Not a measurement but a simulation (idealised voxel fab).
Module name: voxel self aligned contacts (process module)
Square cell edge 5 nm, section width 240 nm, ID cut.
For the purposes of this document, a cross-section shall be understood as a grid of square cells, specified as bands listed in top-to-bottom order, each band consisting of one or more rows of cells.
The entry gives the band's vertical extent as a top height and a bottom height in nm, then its horizontal make-up as materials from left to right, each with a width in nm. "blank" stands for empty space; a single material marked "throughout" fills the band edge to edge.
Heights are measured from 0, the level below which the as-received wafer is all one material; the lowest band has no bottom and continues downward, written as in "0 nm and below".
The expression "30..40" gives the width at the extremes of the band, the first number at its top row of cells and the second at its bottom row, with the width changing by equal amounts from each row to the next in between.
What does "all unchanged" mean for a step? It means no cell of the cross-section changed in that step.
The entry "Sealed cavities" lists the empty spaces that cover at least 8 cells and have no open path to the top. Each is written as width x height at distance, where the distance is measured from the left edge and all three values are in nm.
Note: text after step settings on the step line = simulator remark on that step.
overlay nm: right-of-plan distance of the mask on a masked step; negative values mean left-of-plan.
-- Planned step list for the process
1: op RECEIVE | material Si
2: op OXIDIZE | depth nm 5
3: op DIRECTIONAL_DEP | material polySi | thk nm 30
4: op DIRECTIONAL_DEP | material SiN | thk nm 20
5: op PATTERN | tone cover | mask id GATE | material resist | width nm 25 | pitch nm 70 | thk nm 20 | overlay nm 0
6: op DIRECTIONAL_ETCH | etch materials SiN | depth nm 20
7: op DIRECTIONAL_ETCH | etch materials polySi | depth nm 30
8: op STRIP | etch materials resist
9: op CONFORMAL_DEP | material SiN | thk nm 10
10: op DIRECTIONAL_ETCH | etch materials SiN | depth nm 10
11: op FILL_DEP | material SiO2 | thk nm 10
12: op CMP | height nm 55
13: op PATTERN | tone open | mask id CONTACT | material resist | width nm 55 | thk nm 15 | overlay nm 0
14: op DIRECTIONAL_ETCH | etch materials SiO2 | depth nm 60
15: op STRIP | etch materials resist
16: op CONFORMAL_DEP | material TiN | thk nm 5
17: op FILL_DEP | material W | thk nm 10
18: op CMP | height nm 55
19: op CONFORMAL_DEP | material SiCN | thk nm 5
-- As-received wafer cross-section (after step 1)
0 nm and below: Si throughout
Sealed cavities: none
-- End-of-module cross-section. Starting structure and process plan as above; one mistake made in running it
60 nm to 55 nm: SiCN throughout
55 nm to 50 nm: 60 SiO2 | 45 SiN | 25 TiN | 45 SiN | 65 SiO2
50 nm to 30 nm: SiN throughout
30 nm to 0 nm: polySi throughout
0 nm to -5 nm: SiO2 throughout
-5 nm and below: Si throughout
Sealed cavities: none
Nonconformance to the process plan: the plan's step 4 ran twice
